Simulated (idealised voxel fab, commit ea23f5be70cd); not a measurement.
The following process module bears the name voxel air gaps.
Displayed cross-section: cut, width of 255 nm, square cells sized 5 nm.
Just so we're on the same page, the cross-sections are grids of square cells, and they're listed out in bands top to bottom, each band one or more rows deep.
The band entry comprises the height of the band's top followed by the height of its bottom, expressed in nm, and subsequently the band's materials from left to right, each stated together with its width in nm. Where a single material is marked with the word "throughout", that material fills the band from edge to edge. The word "empty" represents empty space.
Heads up on the height convention: 0 is the point under which the incoming wafer is all one material, and the lowest band has no bottom, it just keeps going down, like "0..down".
Top row gets the first number, bottom row gets the second, and each row in between changes by the same step: that is how a band width like "30->40" works.
A step reported as "no change" is a step in which no cell of the cross-section changed.
Heads up: "Encapsulated voids" only lists the empty pockets with no open path to the top that are 8 cells or more, and it writes them as width x height at distance, distance from the left edge, in nm.
Heads up: the bit after the settings on a step's line is the simulator's remark on that step.
Steps that use a mask can have "overlay nm" on their line. It says how far the mask sat to the right of where it was meant to be. Negative means to the left.
### Set out below are the planned steps of the process
1: RECEIVE [material Si]
2: CONFORMAL_DEP [material SiO2] [thk nm 15]
3: CONFORMAL_DEP [material SiN] [thk nm 5]
4: DIRECTIONAL_DEP [material lowk] [thk nm 35]
5: DIRECTIONAL_DEP [material aC] [thk nm 10]
6: PATTERN [tone open] [mask id LINES] [material resist] [width nm 25] [pitch nm 55] [thk nm 25] [overlay nm 0]
7: DIRECTIONAL_ETCH [etch materials aC] [depth nm 10]
8: STRIP [etch materials resist]
9: DIRECTIONAL_ETCH [etch materials lowk] [depth nm 35]
10: STRIP [etch materials aC]
11: CONFORMAL_DEP [material TiN] [thk nm 5]
12: FILL_DEP [material W] [thk nm 5]
13: CMP [height nm 55]
14: EPI [material Ru] [thk nm 10]
15: SELECTIVE_ETCH [etch materials lowk] [depth nm 45]
16: CONFORMAL_DEP [material SiN] [thk nm 5]
### This is the cross-section of the wafer as we received it, i.e. after step 1
	0..down | Si throughout
	Encapsulated voids: none
### Wafer cross-section at end of module: start and plan as shown above, one execution error
	60..50 | SiN throughout
	50..15 | lowk throughout
	15..0 | SiO2 throughout
	0..down | Si throughout
	Encapsulated voids: none
Want to know what went wrong? the intended sequence of steps 3 and 4 was reversed during processing, with each occupying the position of the other
